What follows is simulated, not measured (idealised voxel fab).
process module | voxel wiring stack
cross-section cut | 155 nm wide | cells 5 nm
A cross-section is a grid of square cells, given in bands from the top down. A band is one or more rows of cells.
Each band's line starts with the height of the band's top and of its bottom, in nm. Then come its materials from left to right, each with its width in nm. One material with "throughout" fills the band from edge to edge. "air" is empty space.
Height 0 is the level under which the wafer as received is all one material. The lowest band goes on downwards, as in "0 down".
A width such as "30 to 40" changes by the same amount from each row of cells to the next, from the band's top row to its bottom row.
"no change" after a step means that no cell of the cross-section changed.
closed voids: empty space of 8 cells or more with no open way to the top, each as width x height at its distance from the left edge, in nm
after a step's settings: what the simulator itself notes on the step
overlay nm, on a step with a mask: how far to the right of its planned place the mask lay; to the left if negative
plan
1 op RECEIVE | material Si
2 op CONFORMAL_DEP | material SiO2 | thk nm 15
3 op CONFORMAL_DEP | material SiCN | thk nm 5
4 op DIRECTIONAL_DEP | material lowk | thk nm 20
5 op PATTERN | tone open | mask id METAL_1 | material resist | width nm 20 | pitch nm 40 | thk nm 20 | overlay nm 0
6 op DIRECTIONAL_ETCH | etch materials lowk | depth nm 20
7 op DIRECTIONAL_ETCH | etch materials SiCN | depth nm 5
8 op STRIP | etch materials resist
9 op CONFORMAL_DEP | material TiN | thk nm 5
10 op FILL_DEP | material W | thk nm 10
11 op CMP | height nm 40
12 op CONFORMAL_DEP | material SiCN | thk nm 5
13 op DIRECTIONAL_DEP | material lowk | thk nm 15
14 op MASKED_ETCH | tone open | mask id PLUG_1 | width nm 15 | pitch nm 40 | etch materials lowk | depth nm 15 | overlay nm 0
15 op MASKED_ETCH | tone open | mask id PLUG_1 | width nm 15 | pitch nm 40 | etch materials SiCN | depth nm 5 | overlay nm 0
16 op EPI | material Ru | thk nm 10
17 op EPI | material Ru | thk nm 10
18 op CONFORMAL_DEP | material SiCN | thk nm 5
19 op DIRECTIONAL_DEP | material SiO2 | thk nm 25
20 op DIRECTIONAL_DEP | material aC | thk nm 10
21 op PATTERN | tone open | mask id METAL_2 | material resist | width nm 20 | pitch nm 40 | thk nm 25 | overlay nm 0
22 op DIRECTIONAL_ETCH | etch materials aC | depth nm 10
23 op STRIP | etch materials resist
24 op DIRECTIONAL_ETCH | etch materials SiO2 | depth nm 25
25 op DIRECTIONAL_ETCH | etch materials SiCN | depth nm 5
26 op STRIP | etch materials aC
27 op CONFORMAL_DEP | material TiN | thk nm 5
28 op FILL_DEP | material W | thk nm 10
29 op CMP | height nm 90
30 op CONFORMAL_DEP | material SiCN | thk nm 5
31 op DIRECTIONAL_DEP | material SiO2 | thk nm 15
32 op MASKED_ETCH | tone open | mask id PLUG_2 | width nm 15 | pitch nm 40 | etch materials SiO2 | depth nm 15 | overlay nm 0
33 op MASKED_ETCH | tone open | mask id PLUG_2 | width nm 15 | pitch nm 40 | etch materials SiCN | depth nm 5 | overlay nm 0
34 op EPI | material Ru | thk nm 10
35 op EPI | material Ru | thk nm 10
36 op CONFORMAL_DEP | material SiCN | thk nm 5
37 op DIRECTIONAL_DEP | material lowk | thk nm 15
38 op DIRECTIONAL_DEP | material aC | thk nm 10
39 op PATTERN | tone open | mask id METAL_3 | material resist | width nm 20 | pitch nm 40 | thk nm 30 | overlay nm 0
40 op DIRECTIONAL_ETCH | etch materials aC | depth nm 10
41 op STRIP | etch materials resist
42 op DIRECTIONAL_ETCH | etch materials lowk | depth nm 15
43 op DIRECTIONAL_ETCH | etch materials SiCN | depth nm 5
44 op STRIP | etch materials aC
45 op CONFORMAL_DEP | material TiN | thk nm 5
46 op FILL_DEP | material Cu | thk nm 5
47 op CMP | height nm 130
48 op EPI | material Ru | thk nm 5
49 op FILL_DEP | material SiCN | thk nm 5
as received, after step 1
  0 down: Si throughout
  closed voids: none
first wafer at the end, as planned
  140 to 135: SiCN throughout
  135 to 130: SiCN 20 | Ru 30 | SiCN 10 | Ru 30 | SiCN 10 | Ru 30 | SiCN 25
  130 to 115: lowk 25 | TiN 5 | Cu 10 | TiN 5 | lowk 20 | TiN 5 | Cu 10 | TiN 5 | lowk 20 | TiN 5 | Cu 10 | TiN 5 | lowk 30
  115 to 110: SiCN 25 | TiN 20 | SiCN 20 | TiN 20 | SiCN 20 | TiN 20 | SiCN 30
  110 to 95: SiO2 25 | Ru 15 | SiO2 25 | Ru 15 | SiO2 25 | Ru 15 | SiO2 35
  95 to 90: SiCN 25 | Ru 15 | SiCN 25 | Ru 15 | SiCN 25 | Ru 15 | SiCN 35
  90 to 65: SiO2 25 | TiN 5 | W 10 | TiN 5 | SiO2 20 | TiN 5 | W 10 | TiN 5 | SiO2 20 | TiN 5 | W 10 | TiN 5 | SiO2 30
  65 to 60: SiCN 25 | TiN 20 | SiCN 20 | TiN 20 | SiCN 20 | TiN 20 | SiCN 30
  60 to 45: lowk 25 | Ru 15 | lowk 25 | Ru 15 | lowk 25 | Ru 15 | lowk 35
  45 to 40: SiCN 25 | Ru 15 | SiCN 25 | Ru 15 | SiCN 25 | Ru 15 | SiCN 35
  40 to 20: lowk 25 | TiN 5 | W 10 | TiN 5 | lowk 20 | TiN 5 | W 10 | TiN 5 | lowk 20 | TiN 5 | W 10 | TiN 5 | lowk 30
  20 to 15: SiCN 25 | TiN 20 | SiCN 20 | TiN 20 | SiCN 20 | TiN 20 | SiCN 30
  15 to 0: SiO2 throughout
  0 down: Si throughout
  closed voids: none
second wafer at the end: like start, like plan, one mistake
  140 to 135: SiCN throughout
  135 to 130: SiCN 20 | Ru 30 | SiCN 10 | Ru 30 | SiCN 10 | Ru 30 | SiCN 25
  130 to 115: lowk 25 | TiN 5 | Cu 10 | TiN 5 | lowk 20 | TiN 5 | Cu 10 | TiN 5 | lowk 20 | TiN 5 | Cu 10 | TiN 5 | lowk 30
  115 to 110: SiCN 25 | TiN 20 | SiCN 20 | TiN 20 | SiCN 20 | TiN 20 | SiCN 30
  110 to 95: SiO2 25 | Ru 15 | SiO2 25 | Ru 15 | SiO2 25 | Ru 15 | SiO2 35
  95 to 90: SiCN 25 | Ru 15 | SiCN 25 | Ru 15 | SiCN 25 | Ru 15 | SiCN 35
  90 to 80: W 15 | TiN 5 | SiO2 5 | TiN 5 | W 25 | TiN 5 | SiO2 5 | TiN 5 | W 25 | TiN 5 | SiO2 5 | TiN 5 | W 45
  80 to 75: TiN 20 | SiO2 5 | TiN 5 | W 10 | TiN 20 | SiO2 5 | TiN 5 | W 10 | TiN 20 | SiO2 5 | TiN 5 | W 10 | TiN 35
  75 to 65: SiO2 25 | TiN 5 | W 10 | TiN 5 | SiO2 20 | TiN 5 | W 10 | TiN 5 | SiO2 20 | TiN 5 | W 10 | TiN 5 | SiO2 30
  65 to 60: SiO2 20 | SiCN 5 | TiN 20 | SiO2 15 | SiCN 5 | TiN 20 | SiO2 15 | SiCN 5 | TiN 20 | SiO2 30
  60 to 50: SiO2 20 | SiCN 5 | lowk 15 | SiCN 5 | SiO2 15 | SiCN 5 | lowk 15 | SiCN 5 | SiO2 15 | SiCN 5 | lowk 15 | SiCN 5 | SiO2 30
  50 to 45: SiCN 25 | lowk 15 | SiCN 25 | lowk 15 | SiCN 25 | lowk 15 | SiCN 35
  45 to 40: SiCN throughout
  40 to 20: lowk 25 | TiN 5 | W 10 | TiN 5 | lowk 20 | TiN 5 | W 10 | TiN 5 | lowk 20 | TiN 5 | W 10 | TiN 5 | lowk 30
  20 to 15: SiCN 25 | TiN 20 | SiCN 20 | TiN 20 | SiCN 20 | TiN 20 | SiCN 30
  15 to 0: SiO2 throughout
  0 down: Si throughout
  closed voids: none
what went wrong: step 14 ran as: op MASKED_ETCH | tone cover | mask id PLUG_1 | width nm 15 | pitch nm 40 | etch materials lowk | depth nm 15 | overlay nm 0
at the end the second wafer has, in cells: 36 fewer of Ru | 27 more of SiCN | 16 more of TiN | 32 more of W | 39 fewer of lowk
